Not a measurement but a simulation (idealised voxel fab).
Process module, titled voxel wiring stack
Displayed cross-section: cut, width of 245 nm, square cells sized 5 nm.
Think of the cross-section as a grid of square cells. We describe it in bands, top to bottom, and each band covers one or more rows of those cells. The band entry comprises the height of the band's top followed by the height of its bottom, expressed in nm, and subsequently the band's materials from left to right, each stated together with its width in nm. Where a single material is marked with the word "edge to edge", that material fills the band from edge to edge. The word "air" represents empty space. Heads up on the height convention: 0 is the point under which the incoming wafer is all one material, and the lowest band has no bottom, it just keeps going down, like "0 nm and below". Width: "30 to 40" (first number = top row, second number = bottom row, same change from row to row of cells). Take "nothing changed" at face value: in the step it is given for, the cross-section changed in none of its cells. Basically, "Fully enclosed voids" tells you about the enclosed voids: empty spaces with no open way to the top, 8 cells or bigger, each written width x height at distance, where distance is from the left edge, all in nm. On each step's line, the part that comes after the settings is the simulator's own comment on the step. The setting "overlay nm" may be written on the line of a step. When the step uses a mask, the value reports how far to the right of the planned place the mask lay, and a negative value reports that it lay to the left.
## Listed below are the process steps as planned
1: RECEIVE (material Si)
2: CONFORMAL_DEP (material SiO2; thk nm 10)
3: CONFORMAL_DEP (material SiCN; thk nm 5)
4: DIRECTIONAL_DEP (material SiO2; thk nm 20)
5: MASKED_ETCH (tone open; mask id METAL_1; width nm 30; pitch nm 60; etch materials SiO2; depth nm 20; overlay nm 0)
6: MASKED_ETCH (tone open; mask id METAL_1; width nm 30; pitch nm 60; etch materials SiCN; depth nm 5; overlay nm 0)
7: CONFORMAL_DEP (material TiN; thk nm 5)
8: FILL_DEP (material W; thk nm 10)
9: CMP (height nm 35)
10: CONFORMAL_DEP (material SiCN; thk nm 5)
11: DIRECTIONAL_DEP (material lowk; thk nm 20)
12: PATTERN (tone open; mask id PLUG_1; material resist; width nm 15; pitch nm 60; thk nm 15; overlay nm 0)
13: DIRECTIONAL_ETCH (etch materials lowk; depth nm 20)
14: DIRECTIONAL_ETCH (etch materials SiCN; depth nm 5)
15: STRIP (etch materials resist)
16: EPI (material Ru; thk nm 10)
17: EPI (material Ru; thk nm 10)
18: EPI (material Ru; thk nm 5)
19: DIRECTIONAL_DEP (material TiN; thk nm 5)
20: DIRECTIONAL_DEP (material Ru; thk nm 25)
21: PATTERN (tone cover; mask id METAL_2; material resist; width nm 20; pitch nm 60; thk nm 15; overlay nm 0)
22: DIRECTIONAL_ETCH (etch materials Ru; depth nm 25)
23: DIRECTIONAL_ETCH (etch materials TiN; depth nm 5)
24: STRIP (etch materials resist)
25: FILL_DEP (material lowk; thk nm 10)
26: CMP (height nm 90)
27: CONFORMAL_DEP (material SiCN; thk nm 5)
28: DIRECTIONAL_DEP (material SiO2; thk nm 30)
29: PATTERN (tone open; mask id METAL_3; material resist; width nm 30; pitch nm 60; thk nm 20; overlay nm 0)
30: DIRECTIONAL_ETCH (etch materials SiO2; depth nm 20)
31: STRIP (etch materials resist)
32: PATTERN (tone open; mask id METAL_3_HOLES; material resist; width nm 15; pitch nm 60; thk nm 15; overlay nm 0)
33: DIRECTIONAL_ETCH (etch materials SiO2; depth nm 10)
34: DIRECTIONAL_ETCH (etch materials SiCN; depth nm 5)
35: STRIP (etch materials resist)
36: CONFORMAL_DEP (material TiN; thk nm 5)
37: FILL_DEP (material Ru; thk nm 5)
38: CMP (height nm 125)
39: CONFORMAL_DEP (material SiCN; thk nm 5)
The wafers in this document start out alike and differ in the width nm applied at step 21; the plan shows the value used for the first wafer.
## Step 1 complete: as-received cross-section of the first of several wafers
- 0 nm and below: Si edge to edge
- Fully enclosed voids: none
## First of several wafers in cross-section at module end, following the final step, step 39
- 130 nm to 125 nm: SiCN edge to edge
- 125 nm to 110 nm: SiO2: 45 / TiN: 5 / Ru: 20 / TiN: 5 / SiO2: 30 / TiN: 5 / Ru: 20 / TiN: 5 / SiO2: 30 / TiN: 5 / Ru: 20 / TiN: 5 / SiO2: 50
- 110 nm to 105 nm: SiO2: 45 / TiN: 5 / Ru: 5 / TiN: 20 / SiO2: 30 / TiN: 5 / Ru: 5 / TiN: 20 / SiO2: 30 / TiN: 5 / Ru: 5 / TiN: 20 / SiO2: 50
- 105 nm to 95 nm: SiO2: 45 / TiN: 5 / Ru: 5 / TiN: 5 / SiO2: 45 / TiN: 5 / Ru: 5 / TiN: 5 / SiO2: 45 / TiN: 5 / Ru: 5 / TiN: 5 / SiO2: 65
- 95 nm to 90 nm: SiCN: 45 / TiN: 15 / SiCN: 45 / TiN: 15 / SiCN: 45 / TiN: 15 / SiCN: 65
- 90 nm to 65 nm: lowk: 50 / Ru: 20 / lowk: 40 / Ru: 20 / lowk: 40 / Ru: 20 / lowk: 55
- 65 nm to 60 nm: lowk: 50 / TiN: 20 / lowk: 40 / TiN: 20 / lowk: 40 / TiN: 20 / lowk: 55
- 60 nm to 40 nm: lowk: 45 / Ru: 15 / lowk: 45 / Ru: 15 / lowk: 45 / Ru: 15 / lowk: 65
- 40 nm to 35 nm: SiCN: 45 / Ru: 15 / SiCN: 45 / Ru: 15 / SiCN: 45 / Ru: 15 / SiCN: 65
- 35 nm to 15 nm: SiO2: 45 / TiN: 5 / W: 20 / TiN: 5 / SiO2: 30 / TiN: 5 / W: 20 / TiN: 5 / SiO2: 30 / TiN: 5 / W: 20 / TiN: 5 / SiO2: 50
- 15 nm to 10 nm: SiCN: 45 / TiN: 30 / SiCN: 30 / TiN: 30 / SiCN: 30 / TiN: 30 / SiCN: 50
- 10 nm to 0 nm: SiO2 edge to edge
- 0 nm and below: Si edge to edge
- Fully enclosed voids: none
## Final wafer cross-section at module end
- 130 nm to 125 nm: SiCN edge to edge
- 125 nm to 110 nm: SiO2: 45 / TiN: 5 / Ru: 20 / TiN: 5 / SiO2: 30 / TiN: 5 / Ru: 20 / TiN: 5 / SiO2: 30 / TiN: 5 / Ru: 20 / TiN: 5 / SiO2: 50
- 110 nm to 105 nm: SiO2: 45 / TiN: 5 / Ru: 5 / TiN: 20 / SiO2: 30 / TiN: 5 / Ru: 5 / TiN: 20 / SiO2: 30 / TiN: 5 / Ru: 5 / TiN: 20 / SiO2: 50
- 105 nm to 95 nm: SiO2: 45 / TiN: 5 / Ru: 5 / TiN: 5 / SiO2: 45 / TiN: 5 / Ru: 5 / TiN: 5 / SiO2: 45 / TiN: 5 / Ru: 5 / TiN: 5 / SiO2: 65
- 95 nm to 90 nm: SiCN: 45 / TiN: 15 / SiCN: 45 / TiN: 15 / SiCN: 45 / TiN: 15 / SiCN: 65
- 90 nm to 65 nm: lowk: 40 / Ru: 45 / lowk: 15 / Ru: 45 / lowk: 15 / Ru: 45 / lowk: 40
- 65 nm to 60 nm: lowk: 40 / TiN: 45 / lowk: 15 / TiN: 45 / lowk: 15 / TiN: 45 / lowk: 40
- 60 nm to 40 nm: lowk: 45 / Ru: 15 / lowk: 45 / Ru: 15 / lowk: 45 / Ru: 15 / lowk: 65
- 40 nm to 35 nm: SiCN: 45 / Ru: 15 / SiCN: 45 / Ru: 15 / SiCN: 45 / Ru: 15 / SiCN: 65
- 35 nm to 15 nm: SiO2: 45 / TiN: 5 / W: 20 / TiN: 5 / SiO2: 30 / TiN: 5 / W: 20 / TiN: 5 / SiO2: 30 / TiN: 5 / W: 20 / TiN: 5 / SiO2: 50
- 15 nm to 10 nm: SiCN: 45 / TiN: 30 / SiCN: 30 / TiN: 30 / SiCN: 30 / TiN: 30 / SiCN: 50
- 10 nm to 0 nm: SiO2 edge to edge
- 0 nm and below: Si edge to edge
- Fully enclosed voids: none
## Quick key for the table: a row per wafer, taken at the end of the module. For each material it tells you how many cells the wafer gained (+) or lost (-) since it came in, and the closed voids come after
width nm 20 | +150 Ru | +160 SiCN | +426 SiO2 | +108 TiN | +48 W | +382 lowk | Fully enclosed voids: none
width nm 25 | +165 Ru | +160 SiCN | +426 SiO2 | +111 TiN | +48 W | +364 lowk | Fully enclosed voids: none
width nm 30 | +180 Ru | +160 SiCN | +426 SiO2 | +114 TiN | +48 W | +346 lowk | Fully enclosed voids: none
width nm 35 | +195 Ru | +160 SiCN | +426 SiO2 | +117 TiN | +48 W | +328 lowk | Fully enclosed voids: none
width nm 40 | +210 Ru | +160 SiCN | +426 SiO2 | +120 TiN | +48 W | +310 lowk | Fully enclosed voids: none
width nm 45 | +225 Ru | +160 SiCN | +426 SiO2 | +123 TiN | +48 W | +292 lowk | Fully enclosed voids: none
